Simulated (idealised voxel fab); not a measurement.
The following process module bears the name voxel gate over fins.
Section shown: cut. Width: 230 nm. Cell size: 5 nm, square.
A cross-section in this document is a grid of square cells, and it is written down as bands, the top band listed before the ones below it; a band is made up of one or more rows of cells.
Look at the band entry: it leads with the top's height and the bottom's height in nm. Then it lists the materials left to right, with a width in nm for each. The word "edge to edge" on a single material says that material fills the band edge to edge. The word "empty" is empty space.
The reference from which all heights are counted is 0, the level beneath which the as-received wafer is entirely one material; the lowest band, having no lower bound, proceeds downward and is written after the example "top 0, no bottom".
Width spec "30..40" -> top row of cells at first value, bottom row at second value, equal per-row change in between.
Basically "no modifications" means that step didn't change any cell in the cross-section.
This entry, "Fully enclosed voids", enumerates those empty regions of no fewer than 8 cells that possess no open connection to the top. Each region is reported in the form width x height at distance, the distance being taken from the left edge, with all three quantities expressed in nm.
If you see something after the settings on a step's line, that's the simulator's own remark about that step.
"overlay nm" answers the question of how far to the right of plan the mask lay on a step that has a mask, and when it is negative the answer is to the left.

# Here's what the planned process steps look like
1. RECEIVE: material Si
2. CONFORMAL_DEP: material SiN, thk nm 10
3. MASKED_ETCH: tone cover, mask id FINS, width nm 15, pitch nm 40, etch materials SiN, depth nm 10, overlay nm 0
4. MASKED_ETCH: tone cover, mask id FINS, width nm 15, pitch nm 40, etch materials Si, depth nm 30, overlay nm 0
5. OXIDIZE: depth nm 5
6. FILL_DEP: material SiO2, thk nm 5
7. CMP: height nm 10
8. SELECTIVE_ETCH: etch materials SiO2, depth nm 25
9. STRIP: etch materials SiN
10. CONFORMAL_DEP: material HfO2, thk nm 5
11. CONFORMAL_DEP: material TiN, thk nm 5
12. FILL_DEP: material W, thk nm 10
13. CMP: height nm 15
14. CONFORMAL_DEP: material SiCN, thk nm 10

# Received-state cross-section, reflecting completion of step 1
- top 0, no bottom | Si edge to edge
- Fully enclosed voids: none

# As-planned run: cross-section of the first of two wafers at end of module
- top 25, bottom 15 | SiCN edge to edge
- top 15, bottom 10 | W edge to edge
- top 10, bottom 5 | W 80  TiN 25  W 15  TiN 25  W 85
- top 5, bottom 0 | W 80  TiN 5  HfO2 15  TiN 5  W 15  TiN 5  HfO2 15  TiN 5  W 85
- top 0, bottom -5 | W 80  TiN 5  HfO2 5  Si 5  HfO2 5  TiN 5  W 15  TiN 5  HfO2 5  Si 5  HfO2 5  TiN 5  W 85
- top -5, bottom -10 | TiN 85  HfO2 5  Si 5  HfO2 5  TiN 25  HfO2 5  Si 5  HfO2 5  TiN 90
- top -10, bottom -15 | HfO2 90  Si 5  HfO2 35  Si 5  HfO2 95
- top -15, bottom -35 | SiO2 90  Si 5  SiO2 35  Si 5  SiO2 95
- top -35, no bottom | Si edge to edge
- Fully enclosed voids: none

# End of module, second wafer, cross-section. Started like the first, planned like the first, run with one mistake
- top 25, bottom 10 | W edge to edge
- top 10, bottom 5 | W 80  TiN 25  W 15  TiN 25  W 85
- top 5, bottom 0 | W 80  TiN 5  HfO2 15  TiN 5  W 15  TiN 5  HfO2 15  TiN 5  W 85
- top 0, bottom -5 | W 80  TiN 5  HfO2 5  Si 5  HfO2 5  TiN 5  W 15  TiN 5  HfO2 5  Si 5  HfO2 5  TiN 5  W 85
- top -5, bottom -10 | TiN 85  HfO2 5  Si 5  HfO2 5  TiN 25  HfO2 5  Si 5  HfO2 5  TiN 90
- top -10, bottom -15 | HfO2 90  Si 5  HfO2 35  Si 5  HfO2 95
- top -15, bottom -35 | SiO2 90  Si 5  SiO2 35  Si 5  SiO2 95
- top -35, no bottom | Si edge to edge
- Fully enclosed voids: none
what went wrong: step 14 was run on a setting that differed from the plan, and what really ran there is CONFORMAL_DEP: material W, thk nm 10
Final cells, second wafer relative to first, materials higher or lower: 92 fewer of SiCN; 92 more of W
